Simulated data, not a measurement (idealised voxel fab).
Process module under the name voxel transistor to metal
The cross-section shown here is cut; it is 215 nm wide and divided into square cells measuring 5 nm on a side.
If you're reading a cross-section in this doc, picture square cells in a grid; it comes to you as bands, top ones listed first down to the bottom, and a band can be one or more rows of cells. For a band, the entry starts with two heights in nm, that of the top and then that of the bottom, and carries on with the band's materials in order from left to right, each alongside its width in nm; the word "all across" beside a single material means it fills the band edge to edge, and "blank" means empty space. Basically, 0 is our baseline, since under it the wafer straight out of the box is all one material. The bottom band has no lower end and keeps on going down, so it looks like "0 nm and below". When a width is written as two numbers, as in "30..40", the first number is the width in the top row of cells of the band and the second is the width in its bottom row, and the width changes by the same amount from each row to the next. Step note "changes: none" = no cross-section cell changed. "Sealed void listing" contains a list of empty spaces, each no smaller than 8 cells and without an open way to the top, written in the form width x height at distance with the distance from the left edge and all three in nm. Whatever follows a step's settings on its line is a remark the simulator itself makes about that step. A step's line can hold "overlay nm"; with a mask on that step, the setting says how far right of the planned place the mask lay, while a negative setting says it lay to the left.

[Steps in the process plan]
- 1: RECEIVE,material Si
- 2: CONFORMAL_DEP,material SiO2,thk nm 5
- 3: CONFORMAL_DEP,material SiN,thk nm 15
- 4: DIRECTIONAL_DEP,material aC,thk nm 15
- 5: PATTERN,tone cover,mask id ACTIVE,material resist,width nm 120,thk nm 35,overlay nm 0
- 6: DIRECTIONAL_ETCH,etch materials aC,depth nm 15
- 7: STRIP,etch materials resist
- 8: DIRECTIONAL_ETCH,etch materials SiN,depth nm 15
- 9: DIRECTIONAL_ETCH,etch materials SiO2,depth nm 5
- 10: DIRECTIONAL_ETCH,etch materials Si,depth nm 20
- 11: STRIP,etch materials aC
- 12: OXIDIZE,depth nm 5
- 13: FILL_DEP,material SiO2,thk nm 15
- 14: CMP,height nm 20
- 15: SELECTIVE_ETCH,etch materials SiO2,depth nm 10
- 16: STRIP,etch materials SiN
- 17: SELECTIVE_ETCH,etch materials SiO2,depth nm 5
- 18: OXIDIZE,depth nm 5
- 19: DIRECTIONAL_DEP,material polySi,thk nm 25
- 20: DIRECTIONAL_DEP,material SiCN,thk nm 10
- 21: MASKED_ETCH,tone cover,mask id GATE,width nm 30,etch materials SiCN,depth nm 20,overlay nm 0
- 22: MASKED_ETCH,tone cover,mask id GATE,width nm 30,etch materials polySi,depth nm 35,overlay nm 0
- 23: CONFORMAL_DEP,material SiO2,thk nm 5
- 24: DIRECTIONAL_ETCH,etch materials SiO2,depth nm 5
- 25: CONFORMAL_DEP,material SiN,thk nm 10
- 26: DIRECTIONAL_ETCH,etch materials SiN,depth nm 10
- 27: DIRECTIONAL_ETCH,etch materials SiO2,depth nm 5
- 28: EPI,material nSi,thk nm 5
- 29: FILL_DEP,material SiO2,thk nm 10
- 30: CMP,height nm 25
- 31: STRIP,etch materials polySi
- 32: SELECTIVE_ETCH,etch materials SiO2,depth nm 5
- 33: CONFORMAL_DEP,material HfO2,thk nm 5
- 34: CONFORMAL_DEP,material TiN,thk nm 5
- 35: FILL_DEP,material W,thk nm 10
- 36: CMP,height nm 20
- 37: DIRECTIONAL_DEP,material SiO2,thk nm 10
- 38: PATTERN,tone open,mask id CONTACT,material resist,width nm 20,pitch nm 90,thk nm 20,overlay nm 0
- 39: DIRECTIONAL_ETCH,etch materials SiO2,depth nm 30
- 40: STRIP,etch materials resist
- 41: CONFORMAL_DEP,material TiN,thk nm 5
- 42: FILL_DEP,material Ru,thk nm 5
- 43: CMP,height nm 30
- 44: DIRECTIONAL_DEP,material TiN,thk nm 5
- 45: DIRECTIONAL_DEP,material Ru,thk nm 15
- 46: PATTERN,tone cover,mask id METAL_1,material resist,width nm 20,pitch nm 90,thk nm 20,overlay nm 0
- 47: DIRECTIONAL_ETCH,etch materials Ru,depth nm 15
- 48: DIRECTIONAL_ETCH,etch materials TiN,depth nm 5
- 49: STRIP,etch materials resist
- 50: CONFORMAL_DEP,material SiCN,thk nm 5
- 51: FILL_DEP,material SiO2,thk nm 5
- 52: CMP,height nm 50
- 53: CONFORMAL_DEP,material SiN,thk nm 5

[So this is the incoming wafer in cross-section - it's already been through step 1]
  0 nm and below | Si all across
  Sealed void listing: none

[Here's the wafer cut in cross-section after the module, started and planned just like above, except one thing was done wrong in the run]
  55 nm to 50 nm | SiN all across
  50 nm to 35 nm | SiO2=45; SiCN=5; Ru=20; SiCN=5; SiO2=60; SiCN=5; Ru=20; SiCN=5; SiO2=50
  35 nm to 30 nm | SiCN=50; TiN=20; SiCN=70; TiN=20; SiCN=55
  30 nm to 20 nm | SiO2=50; TiN=5; Ru=10; TiN=5; SiO2=70; TiN=5; Ru=10; TiN=5; SiO2=55
  20 nm to 10 nm | SiO2=50; TiN=5; Ru=10; TiN=5; SiO2=5; SiN=10; HfO2=5; TiN=5; W=20; TiN=5; HfO2=5; SiN=10; SiO2=5; TiN=5; Ru=10; TiN=5; SiO2=55
  10 nm to 5 nm | SiO2=50; TiN=10; Ru=5; TiN=5; SiO2=5; SiN=10; HfO2=5; TiN=5; W=20; TiN=5; HfO2=5; SiN=10; SiO2=5; TiN=5; Ru=5; TiN=10; SiO2=55
  5 nm to 0 nm | SiO2=45; SiN=10; TiN=15; SiO2=5; SiN=10; HfO2=5; TiN=30; HfO2=5; SiN=10; SiO2=5; TiN=15; SiN=10; SiO2=50
  0 nm to -5 nm | SiO2=55; nSi=20; SiO2=10; HfO2=40; SiO2=10; nSi=20; SiO2=60
  -5 nm to -45 nm | SiO2=50; Si=110; SiO2=55
  -45 nm and below | Si all across
  Sealed void listing: none
Finding, execution versus plan: yeah, plan step 10 got run twice
